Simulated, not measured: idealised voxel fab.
The following process module bears the name voxel released beams.
For reference, the cross-section in this document is cut, with width 200 nm and square cells of 5 nm.
Cross-sections here: square-cell grids, written as top-down lists of bands, a band being one or more rows of cells. Per band: top height and bottom height in nm, followed by the left-to-right materials and their widths in nm; "all across" marks a single material spanning edge to edge, "empty" marks empty space. We count height from 0. Below that, the starting wafer is all one material. The lowest band never ends at the bottom but goes on down; see "0 down" for how that is written. When a width is written as two numbers, as in "30 to 40", the first number is the width in the top row of cells of the band and the second is the width in its bottom row, and the width changes by the same amount from each row to the next. Reading "stayed the same" for a step: not a cell of the cross-section changed in it. "Closed internal cavities" lists enclosed empty spaces (at least 8 cells, no open path upward to the top), each as width x height at distance from the left edge, in nm. Where a step's line continues beyond its settings, the continuation is a remark by the simulator itself on that step. A step's line can hold "overlay nm"; with a mask on that step, the setting says how far right of the planned place the mask lay, while a negative setting says it lay to the left.
The following list gives the planned process steps
- 1: RECEIVE: material Si
- 2: CONFORMAL_DEP: material SiN, thk nm 5
- 3: DIRECTIONAL_DEP: material SiO2, thk nm 20
- 4: DIRECTIONAL_DEP: material aC, thk nm 15
- 5: PATTERN: tone open, mask id ANCHOR, material resist, width nm 35, thk nm 30, overlay nm 0
- 6: DIRECTIONAL_ETCH: etch materials aC, depth nm 15
- 7: STRIP: etch materials resist
- 8: DIRECTIONAL_ETCH: etch materials SiO2, depth nm 20
- 9: STRIP: etch materials aC
- 10: CONFORMAL_DEP: material TiN, thk nm 15
- 11: PATTERN: tone cover, mask id BEAM, material resist, width nm 80, thk nm 20, overlay nm 0
- 12: DIRECTIONAL_ETCH: etch materials TiN, depth nm 15
- 13: STRIP: etch materials resist
- 14: STRIP: etch materials SiO2
First of two wafers, with the run carried out as planned
Wafer at receipt (post step 1), cross-section
	0 down = Si all across
	Closed internal cavities: none
Sectional view: wafer, after step 2
	5 to 0 = SiN all across
	Note: structure below 0 unchanged.
Sectional view: wafer, after step 3
	25 to 5 = SiO2 all across
	Note: structure below 5 unchanged.
Sectional view: wafer, after step 4
	40 to 25 = aC all across
	Note: structure below 25 unchanged.
Sectional view: wafer, after step 5
	70 to 40 = resist (60) | empty (35) | resist (105)
	Note: structure below 40 unchanged.
Sectional view: wafer, after step 6
	55 to 40 = resist (60) | empty (35) | resist (105)
	40 to 25 = aC (60) | empty (35) | aC (105)
	Note: structure below 25 unchanged.
Sectional view: wafer, after step 7
	40 to 25 = aC (60) | empty (35) | aC (105)
	Note: structure below 25 unchanged.
Sectional view: wafer, after step 8
	40 to 25 = aC (60) | empty (35) | aC (105)
	25 to 5 = SiO2 (60) | empty (35) | SiO2 (105)
	Note: structure below 5 unchanged.
Sectional view: wafer, after step 9
	25 to 5 = SiO2 (60) | empty (35) | SiO2 (105)
	Note: structure below 5 unchanged.
Sectional view: wafer, after step 10
	40 to 25 = TiN (75) | empty (5) | TiN (120)
	25 to 20 = SiO2 (60) | TiN (15) | empty (5) | TiN (15) | SiO2 (105)
	20 to 5 = SiO2 (60) | TiN (35) | SiO2 (105)
	Note: structure below 5 unchanged.
Sectional view: wafer, after step 11
	60 to 40 = empty (55) | resist (80) | empty (65)
	40 to 25 = TiN (75) | resist (5) | TiN (120)
	25 to 20 = SiO2 (60) | TiN (15) | resist (5) | TiN (15) | SiO2 (105)
	Note: structure below 20 unchanged.
Sectional view: wafer, after step 12
	60 to 40 = empty (55) | resist (80) | empty (65)
	40 to 25 = empty (55) | TiN (20) | resist (5) | TiN (55) | empty (65)
	Note: structure below 25 unchanged.
Sectional view: wafer, after step 13
	40 to 25 = empty (55) | TiN (20) | empty (5) | TiN (55) | empty (65)
	25 to 20 = SiO2 (60) | TiN (15) | empty (5) | TiN (15) | SiO2 (105)
	Note: structure below 20 unchanged.
Sectional view: wafer, after step 14
	40 to 25 = empty (55) | TiN (20) | empty (5) | TiN (55) | empty (65)
	25 to 20 = empty (60) | TiN (15) | empty (5) | TiN (15) | empty (105)
	20 to 5 = empty (60) | TiN (35) | empty (105)
	Note: structure below 5 unchanged.
The second wafer was prepared from the same starting point and under the same plan as the first; its processing contained one mistake, and it remains indistinguishable from the first wafer up to and including step 4
Second wafer at the planned finish of step 5, seen in cross-section
	70 to 40 = empty (60) | resist (35) | empty (105)
	Note: structure below 40 unchanged.
Second wafer at the planned finish of step 6, seen in cross-section
	55 to 40 = empty (60) | resist (35) | empty (105)
	40 to 25 = empty (60) | aC (35) | empty (105)
	Note: structure below 25 unchanged.
Second wafer at the planned finish of step 7, seen in cross-section
	40 to 25 = empty (60) | aC (35) | empty (105)
	Note: structure below 25 unchanged.
Second wafer at the planned finish of step 8, seen in cross-section
	40 to 25 = empty (60) | aC (35) | empty (105)
	25 to 5 = empty (60) | SiO2 (35) | empty (105)
	Note: structure below 5 unchanged.
Second wafer at the planned finish of step 9, seen in cross-section
	25 to 5 = empty (60) | SiO2 (35) | empty (105)
	Note: structure below 5 unchanged.
Second wafer at the planned finish of step 10, seen in cross-section
	40 to 25 = empty (45) | TiN (65) | empty (90)
	25 to 20 = empty (45) | TiN (15) | SiO2 (35) | TiN (15) | empty (90)
	20 to 5 = TiN (60) | SiO2 (35) | TiN (105)
	Note: structure below 5 unchanged.
Second wafer at the planned finish of step 11, seen in cross-section
	60 to 40 = empty (55) | resist (80) | empty (65)
	40 to 25 = empty (45) | TiN (65) | resist (25) | empty (65)
	25 to 20 = empty (45) | TiN (15) | SiO2 (35) | TiN (15) | resist (25) | empty (65)
	Note: structure below 20 unchanged.
Second wafer at the planned finish of step 12, seen in cross-section
	60 to 40 = empty (55) | resist (80) | empty (65)
	40 to 25 = empty (55) | TiN (55) | resist (25) | empty (65)
	25 to 20 = empty (45) | TiN (15) | SiO2 (35) | TiN (15) | resist (25) | empty (65)
	20 to 5 = empty (45) | TiN (15) | SiO2 (35) | TiN (40) | empty (65)
	Note: structure below 5 unchanged.
Second wafer at the planned finish of step 13, seen in cross-section
	40 to 25 = empty (55) | TiN (55) | empty (90)
	25 to 20 = empty (45) | TiN (15) | SiO2 (35) | TiN (15) | empty (90)
	Note: structure below 20 unchanged.
Second wafer at the planned finish of step 14, seen in cross-section: stayed the same
Want to know what went wrong? the process deviated at step 5: the operation and settings actually run there were PATTERN: tone cover, mask id ANCHOR, material resist, width nm 35, thk nm 30, overlay nm 0
Final difference in cells, second wafer against first, listed per material as more or fewer: +28 SiO2
